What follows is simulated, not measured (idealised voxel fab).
The document below concerns the process module designated voxel wiring stack.
It is cross-section cut that appears here, measuring 295 nm in width, its square cells being 5 nm in size.
Just so we're on the same page, the cross-sections are grids of square cells, and they're listed out in bands top to bottom, each band one or more rows deep.
Band: top height; bottom height; in nm. Then, left to right: material with width in nm, for each material. "full width": a single material spanning edge to edge. "air": empty space.
Counting heights begins at 0, where everything beneath is, in the wafer as received, one material. The lowest band has no bottom; it goes on downwards, as "from 0 down" shows.
Read "30..40" as a graded width: first number on top, second number at the bottom, same change between each pair of neighbouring rows.
Where a step carries "nothing different", the cross-section came out of it unchanged, cell for cell.
Empty spaces counting at least 8 cells and having no open way to the top are listed in "Unvented cavities". The notation width x height at distance is used for each, the distance being from the left edge and all three values in nm.
Anything after a step's settings on that line? It's the simulator's own note about the step.
When a step includes a mask, the "overlay nm" setting on its line states how far to the right of its planned place that mask lay, and negative values state how far to the left.

PLANNED PROCESS STEPS
1. RECEIVE | material Si
2. CONFORMAL_DEP | material SiO2 | thk nm 10
3. DIRECTIONAL_DEP | material TiN | thk nm 5
4. DIRECTIONAL_DEP | material Ru | thk nm 15
5. PATTERN | tone cover | mask id METAL_1 | material resist | width nm 30 | pitch nm 60 | thk nm 20 | overlay nm 0
6. DIRECTIONAL_ETCH | etch materials Ru | depth nm 15
7. DIRECTIONAL_ETCH | etch materials TiN | depth nm 5
8. STRIP | etch materials resist
9. FILL_DEP | material SiO2 | thk nm 5
10. CMP | height nm 30
11. CONFORMAL_DEP | material SiCN | thk nm 5
12. DIRECTIONAL_DEP | material SiO2 | thk nm 20
13. MASKED_ETCH | tone open | mask id PLUG_1 | width nm 15 | pitch nm 120 | etch materials SiO2 | depth nm 20 | overlay nm 0
14. MASKED_ETCH | tone open | mask id PLUG_1 | width nm 15 | pitch nm 120 | etch materials SiCN | depth nm 5 | overlay nm 0
15. EPI | material Ru | thk nm 10
16. EPI | material Ru | thk nm 10
17. EPI | material Ru | thk nm 5
18. DIRECTIONAL_DEP | material TiN | thk nm 5
19. DIRECTIONAL_DEP | material Ru | thk nm 25
20. MASKED_ETCH | tone cover | mask id METAL_2 | width nm 30 | pitch nm 60 | etch materials Ru | depth nm 25 | overlay nm 0
21. MASKED_ETCH | tone cover | mask id METAL_2 | width nm 30 | pitch nm 60 | etch materials TiN | depth nm 5 | overlay nm 0
22. CONFORMAL_DEP | material SiCN | thk nm 5
23. FILL_DEP | material SiO2 | thk nm 5
24. CMP | height nm 85
25. CONFORMAL_DEP | material SiCN | thk nm 5

FIRST OF THE TWO WAFERS, RUN PER PLAN

THE CROSS-SECTION HERE SHOWS THE WAFER AS RECEIVED, I.E. IN ITS STATE AFTER STEP 1
- from 0 down  Si full width
- Unvented cavities: none

THE WAFER, SEEN IN CROSS-SECTION, AFTER STEP 2
- from 10 to 0  SiO2 full width
- No changes below 0.

THE WAFER, SEEN IN CROSS-SECTION, AFTER STEP 3
- from 15 to 10  TiN full width
- No changes below 10.

THE WAFER, SEEN IN CROSS-SECTION, AFTER STEP 4
- from 30 to 15  Ru full width
- No changes below 15.

THE WAFER, SEEN IN CROSS-SECTION, AFTER STEP 5
- from 50 to 30  40 of air / 30 of resist / 30 of air / 30 of resist / 30 of air / 30 of resist / 30 of air / 30 of resist / 45 of air
- No changes below 30.

THE WAFER, SEEN IN CROSS-SECTION, AFTER STEP 6
- from 50 to 30  40 of air / 30 of resist / 30 of air / 30 of resist / 30 of air / 30 of resist / 30 of air / 30 of resist / 45 of air
- from 30 to 15  40 of air / 30 of Ru / 30 of air / 30 of Ru / 30 of air / 30 of Ru / 30 of air / 30 of Ru / 45 of air
- No changes below 15.

THE WAFER, SEEN IN CROSS-SECTION, AFTER STEP 7
- from 50 to 30  40 of air / 30 of resist / 30 of air / 30 of resist / 30 of air / 30 of resist / 30 of air / 30 of resist / 45 of air
- from 30 to 15  40 of air / 30 of Ru / 30 of air / 30 of Ru / 30 of air / 30 of Ru / 30 of air / 30 of Ru / 45 of air
- from 15 to 10  40 of air / 30 of TiN / 30 of air / 30 of TiN / 30 of air / 30 of TiN / 30 of air / 30 of TiN / 45 of air
- No changes below 10.

THE WAFER, SEEN IN CROSS-SECTION, AFTER STEP 8
- from 30 to 15  40 of air / 30 of Ru / 30 of air / 30 of Ru / 30 of air / 30 of Ru / 30 of air / 30 of Ru / 45 of air
- No changes below 15.

THE WAFER, SEEN IN CROSS-SECTION, AFTER STEP 9
- from 35 to 30  SiO2 full width
- from 30 to 15  40 of SiO2 / 30 of Ru / 30 of SiO2 / 30 of Ru / 30 of SiO2 / 30 of Ru / 30 of SiO2 / 30 of Ru / 45 of SiO2
- from 15 to 10  40 of SiO2 / 30 of TiN / 30 of SiO2 / 30 of TiN / 30 of SiO2 / 30 of TiN / 30 of SiO2 / 30 of TiN / 45 of SiO2
- No changes below 10.

THE WAFER, SEEN IN CROSS-SECTION, AFTER STEP 10
- from 30 to 15  40 of SiO2 / 30 of Ru / 30 of SiO2 / 30 of Ru / 30 of SiO2 / 30 of Ru / 30 of SiO2 / 30 of Ru / 45 of SiO2
- No changes below 15.

THE WAFER, SEEN IN CROSS-SECTION, AFTER STEP 11
- from 35 to 30  SiCN full width
- No changes below 30.

THE WAFER, SEEN IN CROSS-SECTION, AFTER STEP 12
- from 55 to 35  SiO2 full width
- No changes below 35.

THE WAFER, SEEN IN CROSS-SECTION, AFTER STEP 13
- from 55 to 35  40 of SiO2 / 15 of air / 105 of SiO2 / 15 of air / 120 of SiO2
- No changes below 35.

THE WAFER, SEEN IN CROSS-SECTION, AFTER STEP 14
- from 55 to 35  40 of SiO2 / 15 of air / 105 of SiO2 / 15 of air / 120 of SiO2
- from 35 to 30  40 of SiCN / 15 of air / 105 of SiCN / 15 of air / 120 of SiCN
- No changes below 30.

THE WAFER, SEEN IN CROSS-SECTION, AFTER STEP 15
- from 55 to 40  40 of SiO2 / 15 of air / 105 of SiO2 / 15 of air / 120 of SiO2
- from 40 to 35  40 of SiO2 / 15 of Ru / 105 of SiO2 / 15 of Ru / 120 of SiO2
- from 35 to 30  40 of SiCN / 15 of Ru / 105 of SiCN / 15 of Ru / 120 of SiCN
- No changes below 30.

THE WAFER, SEEN IN CROSS-SECTION, AFTER STEP 16
- from 55 to 50  40 of SiO2 / 15 of air / 105 of SiO2 / 15 of air / 120 of SiO2
- from 50 to 35  40 of SiO2 / 15 of Ru / 105 of SiO2 / 15 of Ru / 120 of SiO2
- No changes below 35.

THE WAFER, SEEN IN CROSS-SECTION, AFTER STEP 17
- from 55 to 35  40 of SiO2 / 15 of Ru / 105 of SiO2 / 15 of Ru / 120 of SiO2
- No changes below 35.

THE WAFER, SEEN IN CROSS-SECTION, AFTER STEP 18
- from 60 to 55  TiN full width
- No changes below 55.

THE WAFER, SEEN IN CROSS-SECTION, AFTER STEP 19
- from 85 to 60  Ru full width
- No changes below 60.

THE WAFER, SEEN IN CROSS-SECTION, AFTER STEP 20
- from 85 to 60  40 of air / 30 of Ru / 30 of air / 30 of Ru / 30 of air / 30 of Ru / 30 of air / 30 of Ru / 45 of air
- No changes below 60.

THE WAFER, SEEN IN CROSS-SECTION, AFTER STEP 21
- from 85 to 60  40 of air / 30 of Ru / 30 of air / 30 of Ru / 30 of air / 30 of Ru / 30 of air / 30 of Ru / 45 of air
- from 60 to 55  40 of air / 30 of TiN / 30 of air / 30 of TiN / 30 of air / 30 of TiN / 30 of air / 30 of TiN / 45 of air
- No changes below 55.

THE WAFER, SEEN IN CROSS-SECTION, AFTER STEP 22
- from 90 to 85  35 of air / 40 of SiCN / 20 of air / 40 of SiCN / 20 of air / 40 of SiCN / 20 of air / 40 of SiCN / 40 of air
- from 85 to 60  35 of air / 5 of SiCN / 30 of Ru / 5 of SiCN / 20 of air / 5 of SiCN / 30 of Ru / 5 of SiCN / 20 of air / 5 of SiCN / 30 of Ru / 5 of SiCN / 20 of air / 5 of SiCN / 30 of Ru / 5 of SiCN / 40 of air
- from 60 to 55  40 of SiCN / 30 of TiN / 30 of SiCN / 30 of TiN / 30 of SiCN / 30 of TiN / 30 of SiCN / 30 of TiN / 45 of SiCN
- No changes below 55.

THE WAFER, SEEN IN CROSS-SECTION, AFTER STEP 23
- from 95 to 90  SiO2 full width
- from 90 to 85  35 of SiO2 / 40 of SiCN / 20 of SiO2 / 40 of SiCN / 20 of SiO2 / 40 of SiCN / 20 of SiO2 / 40 of SiCN / 40 of SiO2
- from 85 to 60  35 of SiO2 / 5 of SiCN / 30 of Ru / 5 of SiCN / 20 of SiO2 / 5 of SiCN / 30 of Ru / 5 of SiCN / 20 of SiO2 / 5 of SiCN / 30 of Ru / 5 of SiCN / 20 of SiO2 / 5 of SiCN / 30 of Ru / 5 of SiCN / 40 of SiO2
- No changes below 60.

THE WAFER, SEEN IN CROSS-SECTION, AFTER STEP 24
- from 85 to 60  35 of SiO2 / 5 of SiCN / 30 of Ru / 5 of SiCN / 20 of SiO2 / 5 of SiCN / 30 of Ru / 5 of SiCN / 20 of SiO2 / 5 of SiCN / 30 of Ru / 5 of SiCN / 20 of SiO2 / 5 of SiCN / 30 of Ru / 5 of SiCN / 40 of SiO2
- No changes below 60.

THE WAFER, SEEN IN CROSS-SECTION, AFTER STEP 25
- from 90 to 85  SiCN full width
- No changes below 85.

SECOND WAFER: LIKE START, LIKE PLAN, ONE MISTAKE. THROUGH STEP 24 IT MATCHES THE FIRST WAFER

CROSS-SECTION OF THE SECOND WAFER AT THE TIME BY WHICH STEP 25 SHOULD HAVE BEEN COMPLETED ACCORDING TO THE PLAN
- from 90 to 85  SiO2 full width
- No changes below 85.
What went wrong in running the wafer? not per plan at step 25, really ran CONFORMAL_DEP | material SiO2 | thk nm 5
Cell-count delta at end, second wafer over first, by material: 59 fewer of SiCN; 59 more of SiO2
